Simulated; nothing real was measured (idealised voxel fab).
voxel ribs on slabs: a process module
In the cross-section labelled cut, the width is 235 nm and each square cell is 5 nm.
Square cells in a grid make up a cross-section in this document, and the grid is given as bands, listed from the top down, each one or more rows of cells.
Quick guide to a band line: top height, bottom height (nm) up front; then every material left to right with its width in nm. Only one material and it's marked "throughout"? Then it fills the band edge to edge. And "air" just means empty space.
Heights from 0 (as-received wafer is one material below). Bottom band endless downward, as "z 0 and below".
A width such as "30 to 40" changes by the same amount from each row of cells to the next, from the band's top row to its bottom row.
The designation "nothing got changed", where it is given for a processing step, indicates that no cell of the cross-section was altered in the course of that step.
"Closed void listing" enumerates empty spaces isolated from the top, with no open way to it, that contain at least 8 cells, giving each as width x height at distance from the left edge, all three in nm.
Formally, on a step line, whatever follows the settings is a remark that the simulator itself makes on the step.
Regarding "overlay nm": on a step with a mask, it is the distance the mask lay to the right of its planned place; a negative value places it to the left.

plan
1) RECEIVE with material Si
2) DIRECTIONAL_DEP with material SiO2, thk nm 30
3) DIRECTIONAL_DEP with material SiN, thk nm 20
4) PATTERN with tone cover, mask id RIB, material resist, width nm 25, thk nm 20, overlay nm 0
5) DIRECTIONAL_ETCH with etch materials SiN, depth nm 15
6) STRIP with etch materials resist
7) DIRECTIONAL_DEP with material aC, thk nm 15
8) PATTERN with tone cover, mask id SLAB, material resist, width nm 65, thk nm 35, overlay nm 0
9) DIRECTIONAL_ETCH with etch materials aC, depth nm 15
10) STRIP with etch materials resist
11) DIRECTIONAL_ETCH with etch materials SiN, depth nm 5
12) STRIP with etch materials aC
13) FILL_DEP with material SiO2, thk nm 25
14) CMP with height nm 65
15) DIRECTIONAL_DEP with material W, thk nm 5
16) MASKED_ETCH with tone cover, mask id HEATER, width nm 35, etch materials W, depth nm 5, overlay nm 0
17) CONFORMAL_DEP with material SiO2, thk nm 5

Incoming wafer, cross-sectional view, post step 1
    z 0 and below  Si throughout
    Closed void listing: none

First of two wafers: cross-section at end of module, run per plan
    z 75 to 70  air 95 | SiO2 45 | air 95
    z 70 to 65  SiO2 100 | W 35 | SiO2 100
    z 65 to 50  SiO2 throughout
    z 50 to 35  SiO2 105 | SiN 25 | SiO2 105
    z 35 to 30  SiO2 85 | SiN 65 | SiO2 85
    z 30 to 0  SiO2 throughout
    z 0 and below  Si throughout
    Closed void listing: none

second wafer at the end: like start, like plan, one mistake
    z 75 to 70  air 100 | SiO2 35 | air 100
    z 70 to 65  SiO2 105 | W 25 | SiO2 105
    z 65 to 50  SiO2 throughout
    z 50 to 35  SiO2 105 | SiN 25 | SiO2 105
    z 35 to 30  SiO2 85 | SiN 65 | SiO2 85
    z 30 to 0  SiO2 throughout
    z 0 and below  Si throughout
    Closed void listing: none
Finding, execution versus plan: in deviation from the planned setting, step 16 was conducted as MASKED_ETCH with tone cover, mask id HEATER, width nm 25, etch materials W, depth nm 5, overlay nm 0
Final cells, second wafer relative to first, materials higher or lower: W -2
